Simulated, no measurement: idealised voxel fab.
Title: Process Module voxel spacer lines
225 nm wide, 5 nm square cells: that's cross-section cut.
In this document a cross-section is written as a grid of square cells. It is given as a series of bands, listed from the top down, and a band is one or more rows of cells.
Band entry format. Leading values: height of top, height of bottom, nm. Remainder: materials in left-to-right order, each with its width in nm. Special words: "everywhere" on a single material, which then fills the band edge to edge; "empty", empty space.
Height 0 is the level under which the wafer as received is all one material. The lowest band goes on downwards, as in "0 and below".
The width entry "30..40" should be interpreted row by row: the top row of cells in the band takes the first number, the bottom row takes the second number, and the change between adjacent rows is uniform throughout.
For the purposes of this document, the phrase "no modification" attached to a step denotes that no cell within the cross-section was modified by that step.
In the "Trapped void list" entry, you get each enclosed empty space of 8 cells or more, one with no open way to the top, written width x height at distance, distance from the left edge, in nm.
If you see something after the settings on a step's line, that's the simulator's own remark about that step.
If you see "overlay nm" on a step's line and that step has a mask, it's telling you how far right of where it was planned the mask ended up; a negative number means it went left instead.
# Process steps foreseen in the plan
1. RECEIVE: material Si
2. CONFORMAL_DEP: material Al2O3, thk nm 5
3. DIRECTIONAL_DEP: material W, thk nm 10
4. DIRECTIONAL_DEP: material aC, thk nm 30
5. PATTERN: tone cover, mask id MANDREL, material resist, width nm 25, pitch nm 70, thk nm 40, overlay nm 0
6. DIRECTIONAL_ETCH: etch materials aC, depth nm 30
7. STRIP: etch materials resist
8. CONFORMAL_DEP: material SiO2, thk nm 10
9. DIRECTIONAL_ETCH: etch materials SiO2, depth nm 10
10. STRIP: etch materials aC
11. DIRECTIONAL_ETCH: etch materials W, depth nm 10
12. STRIP: etch materials SiO2
13. FILL_DEP: material SiO2, thk nm 5
14. CMP: height nm 15
# First wafer of two (run as planned)
# Cross-section, incoming material, after step 1
0 and below: Si everywhere
Trapped void list: none
# State of the wafer after step 2, shown in cross-section
5 down to 0: Al2O3 everywhere
Unchanged below 0.
# State of the wafer after step 3, shown in cross-section
15 down to 5: W everywhere
Unchanged below 5.
# State of the wafer after step 4, shown in cross-section
45 down to 15: aC everywhere
Unchanged below 15.
# State of the wafer after step 5, shown in cross-section
85 down to 45: empty=30 / resist=25 / empty=45 / resist=25 / empty=45 / resist=25 / empty=30
Unchanged below 45.
# State of the wafer after step 6, shown in cross-section
55 down to 45: empty=30 / resist=25 / empty=45 / resist=25 / empty=45 / resist=25 / empty=30
45 down to 15: empty=30 / aC=25 / empty=45 / aC=25 / empty=45 / aC=25 / empty=30
Unchanged below 15.
# State of the wafer after step 7, shown in cross-section
45 down to 15: empty=30 / aC=25 / empty=45 / aC=25 / empty=45 / aC=25 / empty=30
Unchanged below 15.
# State of the wafer after step 8, shown in cross-section
55 down to 45: empty=20 / SiO2=45 / empty=25 / SiO2=45 / empty=25 / SiO2=45 / empty=20
45 down to 25: empty=20 / SiO2=10 / aC=25 / SiO2=10 / empty=25 / SiO2=10 / aC=25 / SiO2=10 / empty=25 / SiO2=10 / aC=25 / SiO2=10 / empty=20
25 down to 15: SiO2=30 / aC=25 / SiO2=45 / aC=25 / SiO2=45 / aC=25 / SiO2=30
Unchanged below 15.
# State of the wafer after step 9, shown in cross-section
45 down to 15: empty=20 / SiO2=10 / aC=25 / SiO2=10 / empty=25 / SiO2=10 / aC=25 / SiO2=10 / empty=25 / SiO2=10 / aC=25 / SiO2=10 / empty=20
Unchanged below 15.
# State of the wafer after step 10, shown in cross-section
45 down to 15: empty=20 / SiO2=10 / empty=25 / SiO2=10 / empty=25 / SiO2=10 / empty=25 / SiO2=10 / empty=25 / SiO2=10 / empty=25 / SiO2=10 / empty=20
Unchanged below 15.
# State of the wafer after step 11, shown in cross-section
45 down to 15: empty=20 / SiO2=10 / empty=25 / SiO2=10 / empty=25 / SiO2=10 / empty=25 / SiO2=10 / empty=25 / SiO2=10 / empty=25 / SiO2=10 / empty=20
15 down to 5: empty=20 / W=10 / empty=25 / W=10 / empty=25 / W=10 / empty=25 / W=10 / empty=25 / W=10 / empty=25 / W=10 / empty=20
Unchanged below 5.
# State of the wafer after step 12, shown in cross-section
15 down to 5: empty=20 / W=10 / empty=25 / W=10 / empty=25 / W=10 / empty=25 / W=10 / empty=25 / W=10 / empty=25 / W=10 / empty=20
Unchanged below 5.
# State of the wafer after step 13, shown in cross-section
20 down to 15: SiO2 everywhere
15 down to 5: SiO2=20 / W=10 / SiO2=25 / W=10 / SiO2=25 / W=10 / SiO2=25 / W=10 / SiO2=25 / W=10 / SiO2=25 / W=10 / SiO2=20
Unchanged below 5.
# State of the wafer after step 14, shown in cross-section
15 down to 5: SiO2=20 / W=10 / SiO2=25 / W=10 / SiO2=25 / W=10 / SiO2=25 / W=10 / SiO2=25 / W=10 / SiO2=25 / W=10 / SiO2=20
Unchanged below 5.
# Second Wafer (Identical Start and Plan, One Processing Error; Matches First Wafer Through Step 4)
# Cross-section of the second wafer corresponding to the planned conclusion of step 5
85 down to 45: empty=30 / resist=30 / empty=40 / resist=30 / empty=40 / resist=30 / empty=25
Unchanged below 45.
# Cross-section of the second wafer corresponding to the planned conclusion of step 6
55 down to 45: empty=30 / resist=30 / empty=40 / resist=30 / empty=40 / resist=30 / empty=25
45 down to 15: empty=30 / aC=30 / empty=40 / aC=30 / empty=40 / aC=30 / empty=25
Unchanged below 15.
# Cross-section of the second wafer corresponding to the planned conclusion of step 7
45 down to 15: empty=30 / aC=30 / empty=40 / aC=30 / empty=40 / aC=30 / empty=25
Unchanged below 15.
# Cross-section of the second wafer corresponding to the planned conclusion of step 8
55 down to 45: empty=20 / SiO2=50 / empty=20 / SiO2=50 / empty=20 / SiO2=50 / empty=15
45 down to 25: empty=20 / SiO2=10 / aC=30 / SiO2=10 / empty=20 / SiO2=10 / aC=30 / SiO2=10 / empty=20 / SiO2=10 / aC=30 / SiO2=10 / empty=15
25 down to 15: SiO2=30 / aC=30 / SiO2=40 / aC=30 / SiO2=40 / aC=30 / SiO2=25
Unchanged below 15.
# Cross-section of the second wafer corresponding to the planned conclusion of step 9
45 down to 15: empty=20 / SiO2=10 / aC=30 / SiO2=10 / empty=20 / SiO2=10 / aC=30 / SiO2=10 / empty=20 / SiO2=10 / aC=30 / SiO2=10 / empty=15
Unchanged below 15.
# Cross-section of the second wafer corresponding to the planned conclusion of step 10
45 down to 15: empty=20 / SiO2=10 / empty=30 / SiO2=10 / empty=20 / SiO2=10 / empty=30 / SiO2=10 / empty=20 / SiO2=10 / empty=30 / SiO2=10 / empty=15
Unchanged below 15.
# Cross-section of the second wafer corresponding to the planned conclusion of step 11
45 down to 15: empty=20 / SiO2=10 / empty=30 / SiO2=10 / empty=20 / SiO2=10 / empty=30 / SiO2=10 / empty=20 / SiO2=10 / empty=30 / SiO2=10 / empty=15
15 down to 5: empty=20 / W=10 / empty=30 / W=10 / empty=20 / W=10 / empty=30 / W=10 / empty=20 / W=10 / empty=30 / W=10 / empty=15
Unchanged below 5.
# Cross-section of the second wafer corresponding to the planned conclusion of step 12
15 down to 5: empty=20 / W=10 / empty=30 / W=10 / empty=20 / W=10 / empty=30 / W=10 / empty=20 / W=10 / empty=30 / W=10 / empty=15
Unchanged below 5.
# Cross-section of the second wafer corresponding to the planned conclusion of step 13
20 down to 15: SiO2 everywhere
15 down to 5: SiO2=20 / W=10 / SiO2=30 / W=10 / SiO2=20 / W=10 / SiO2=30 / W=10 / SiO2=20 / W=10 / SiO2=30 / W=10 / SiO2=15
Unchanged below 5.
# Cross-section of the second wafer corresponding to the planned conclusion of step 14
15 down to 5: SiO2=20 / W=10 / SiO2=30 / W=10 / SiO2=20 / W=10 / SiO2=30 / W=10 / SiO2=20 / W=10 / SiO2=30 / W=10 / SiO2=15
Unchanged below 5.
Where did the run depart from the plan? so step 5 ended up running with a different setting than we planned, it ran as PATTERN: tone cover, mask id MANDREL, material resist, width nm 30, pitch nm 70, thk nm 40, overlay nm 0
The two final wafers agree on how many cells each material fills and disagree on which cells those are.
